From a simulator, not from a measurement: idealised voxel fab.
Module name: voxel spacer lines (process module)
Each square cell in cross-section cut measures 5 nm, and the section as a whole is 300 nm wide.
For the purposes of this document, a cross-section shall be understood as a grid of square cells, specified as bands listed in top-to-bottom order, each band consisting of one or more rows of cells.
The entry gives the band's vertical extent as a top height and a bottom height in nm, then its horizontal make-up as materials from left to right, each with a width in nm. "empty" stands for empty space; a single material marked "full width" fills the band edge to edge.
The level at which height equals 0 is the one under which the wafer, as it arrives, is entirely one material. No lower edge exists for the bottom band, which continues downward and is notated as in "0..down".
It should be noted that a width expressed as "30->40" varies in equal increments from row to row of cells within the band, taking the value of the first number at the top row and that of the second number at the bottom row.
Where the words "remains unaltered" appear for a step, the cross-section shows no cell changed by that step; every cell remained as before.
You'll see "Sealed void list" listing empty spaces that have no way open to the top, as long as they're 8 cells or more; the notation is width x height at distance, where the distance is from the left edge, and all of it is in nm.
On a step's line, text after the settings is the simulator commenting on that step.
On any step carrying a mask, the "overlay nm" setting, if present on the step's line, tells how far right of its planned place the mask lay; negative values point to the left.
### The following list gives the planned process steps
step 1: RECEIVE, material Si
step 2: CONFORMAL_DEP, material Al2O3, thk nm 10
step 3: DIRECTIONAL_DEP, material W, thk nm 15
step 4: DIRECTIONAL_DEP, material polySi, thk nm 25
step 5: PATTERN, tone cover, mask id MANDREL, material resist, width nm 15, pitch nm 50, thk nm 30, overlay nm 0
step 6: DIRECTIONAL_ETCH, etch materials polySi, depth nm 25
step 7: STRIP, etch materials resist
step 8: CONFORMAL_DEP, material SiO2, thk nm 10
step 9: DIRECTIONAL_ETCH, etch materials SiO2, depth nm 10
step 10: STRIP, etch materials polySi
step 11: DIRECTIONAL_ETCH, etch materials W, depth nm 15
step 12: STRIP, etch materials SiO2
step 13: FILL_DEP, material SiO2, thk nm 5
step 14: CMP, height nm 25
### As-received wafer cross-section (after step 1)
0..down: Si full width
Sealed void list: none
### Final cross-section, module run with one mistake (start and plan as above)
25..15: Al2O3 full width
15..0: W full width
0..down: Si full width
Sealed void list: none
Short version of what went wrong: steps 2 and 3 traded places in the executed sequence
